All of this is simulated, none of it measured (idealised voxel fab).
You're looking at the process module voxel capacitor over wiring.
Square cells of 5 nm make up the cross-section cut, whose width is 155 nm.
If you're reading a cross-section in this doc, picture square cells in a grid; it comes to you as bands, top ones listed first down to the bottom, and a band can be one or more rows of cells. Top height, bottom height, nm. Materials left to right, width each, nm. Single material + "everywhere" = fills band edge to edge. "blank" = empty. The reference from which all heights are counted is 0, the level beneath which the as-received wafer is entirely one material; the lowest band, having no lower bound, proceeds downward and is written after the example "0 nm and below". The width entry "30->40" should be interpreted row by row: the top row of cells in the band takes the first number, the bottom row takes the second number, and the change between adjacent rows is uniform throughout. When a step is marked "changes: none", none of the cells in the cross-section changed during that step. "Voids lacking openings" enumerates empty spaces isolated from the top, with no open way to it, that contain at least 8 cells, giving each as width x height at distance from the left edge, all three in nm. Past the settings on a step's line: simulator remark, on that step. overlay nm: on a step with a mask, how far right of its planned place the mask lay; negative means left.

STEPS PLANNED FOR THE PROCESS
1: RECEIVE,material Si
2: CONFORMAL_DEP,material SiO2,thk nm 10
3: CONFORMAL_DEP,material SiCN,thk nm 5
4: DIRECTIONAL_DEP,material SiO2,thk nm 25
5: MASKED_ETCH,tone open,mask id METAL_1,width nm 25,pitch nm 95,etch materials SiO2,depth nm 25,overlay nm 0
6: MASKED_ETCH,tone open,mask id METAL_1,width nm 25,pitch nm 95,etch materials SiCN,depth nm 5,overlay nm 0
7: CONFORMAL_DEP,material TiN,thk nm 5
8: FILL_DEP,material Cu,thk nm 5
9: CMP,height nm 40
10: EPI,material Ru,thk nm 5
11: FILL_DEP,material SiCN,thk nm 5
12: DIRECTIONAL_DEP,material SiO2,thk nm 20
13: MASKED_ETCH,tone open,mask id PLUG_1,width nm 15,etch materials SiO2,depth nm 20,overlay nm 0
14: MASKED_ETCH,tone open,mask id PLUG_1,width nm 15,etch materials SiCN,depth nm 5,overlay nm 0
15: CONFORMAL_DEP,material TiN,thk nm 5
16: FILL_DEP,material Ru,thk nm 10
17: CMP,height nm 70
18: DIRECTIONAL_DEP,material TiN,thk nm 5
19: DIRECTIONAL_DEP,material SiN,thk nm 5
20: DIRECTIONAL_DEP,material TiN,thk nm 5
21: DIRECTIONAL_DEP,material aC,thk nm 15
22: PATTERN,tone cover,mask id UPPER_PLATE,material resist,width nm 75,thk nm 35,overlay nm 0
23: DIRECTIONAL_ETCH,etch materials aC,depth nm 15
24: STRIP,etch materials resist
25: DIRECTIONAL_ETCH,etch materials TiN,depth nm 5
26: DIRECTIONAL_ETCH,etch materials SiN,depth nm 5
27: STRIP,etch materials aC
28: MASKED_ETCH,tone cover,mask id LOWER_PLATE,width nm 85,etch materials TiN,depth nm 5,overlay nm 0
29: FILL_DEP,material SiO2,thk nm 20
30: CMP,height nm 100
31: MASKED_ETCH,tone open,mask id PLUG_2,width nm 15,etch materials SiO2,depth nm 15,overlay nm 0
32: CONFORMAL_DEP,material TiN,thk nm 5
33: FILL_DEP,material Cu,thk nm 5
34: CMP,height nm 100
35: CONFORMAL_DEP,material SiCN,thk nm 5

STEP 1 COMPLETE: CROSS-SECTION OF THE WAFER AS RECEIVED
0 nm and below | Si everywhere
Voids lacking openings: none

CROSS-SECTION TAKEN AT MODULE COMPLETION ON THE FIRST OF TWO WAFERS; PROCESSED PER THE PLAN
105 nm to 100 nm | SiCN everywhere
100 nm to 90 nm | SiO2 35 nm / TiN 5 nm / Cu 5 nm / TiN 5 nm / SiO2 105 nm
90 nm to 80 nm | SiO2 35->25 nm / TiN 15->75 nm / SiO2 105->55 nm
80 nm to 75 nm | SiO2 25 nm / SiN 75 nm / SiO2 55 nm
75 nm to 70 nm | SiO2 20 nm / TiN 85 nm / SiO2 50 nm
70 nm to 50 nm | SiO2 25 nm / TiN 5 nm / Ru 5 nm / TiN 5 nm / SiO2 115 nm
50 nm to 45 nm | SiCN 25 nm / TiN 15 nm / SiCN 115 nm
45 nm to 40 nm | SiCN 10 nm / Ru 35 nm / SiCN 60 nm / Ru 35 nm / SiCN 15 nm
40 nm to 15 nm | SiO2 15 nm / TiN 5 nm / Cu 15 nm / TiN 5 nm / SiO2 70 nm / TiN 5 nm / Cu 15 nm / TiN 5 nm / SiO2 20 nm
15 nm to 10 nm | SiCN 15 nm / TiN 25 nm / SiCN 70 nm / TiN 25 nm / SiCN 20 nm
10 nm to 0 nm | SiO2 everywhere
0 nm and below | Si everywhere
Voids lacking openings: none

MODULE END: CROSS-SECTION OF WAFER TWO OF TWO. SAME START AND PROCESS PLAN AS THE FIRST WAFER. ONE MISTAKE DURING EXECUTION
105 nm to 100 nm | SiCN everywhere
100 nm to 90 nm | SiO2 35->25 nm / TiN 15->75 nm / SiO2 105->55 nm
90 nm to 85 nm | SiO2 25 nm / SiN 75 nm / SiO2 55 nm
85 nm to 80 nm | SiO2 20 nm / TiN 85 nm / SiO2 50 nm
80 nm to 75 nm | Ru everywhere
75 nm to 70 nm | TiN 30 nm / Ru 5 nm / TiN 120 nm
70 nm to 50 nm | SiO2 25 nm / TiN 5 nm / Ru 5 nm / TiN 5 nm / SiO2 115 nm
50 nm to 45 nm | SiCN 25 nm / TiN 15 nm / SiCN 115 nm
45 nm to 40 nm | SiCN 10 nm / Ru 35 nm / SiCN 60 nm / Ru 35 nm / SiCN 15 nm
40 nm to 15 nm | SiO2 15 nm / TiN 5 nm / Cu 15 nm / TiN 5 nm / SiO2 70 nm / TiN 5 nm / Cu 15 nm / TiN 5 nm / SiO2 20 nm
15 nm to 10 nm | SiCN 15 nm / TiN 25 nm / SiCN 70 nm / TiN 25 nm / SiCN 20 nm
10 nm to 0 nm | SiO2 everywhere
0 nm and below | Si everywhere
Voids lacking openings: none
Processing error: contrary to plan, step 17 was performed as CMP,height nm 80
Final tally in cells, some materials are higher or lower on the second wafer than on the first: 2 fewer of Cu; 32 more of Ru; 56 fewer of SiO2; 26 more of TiN
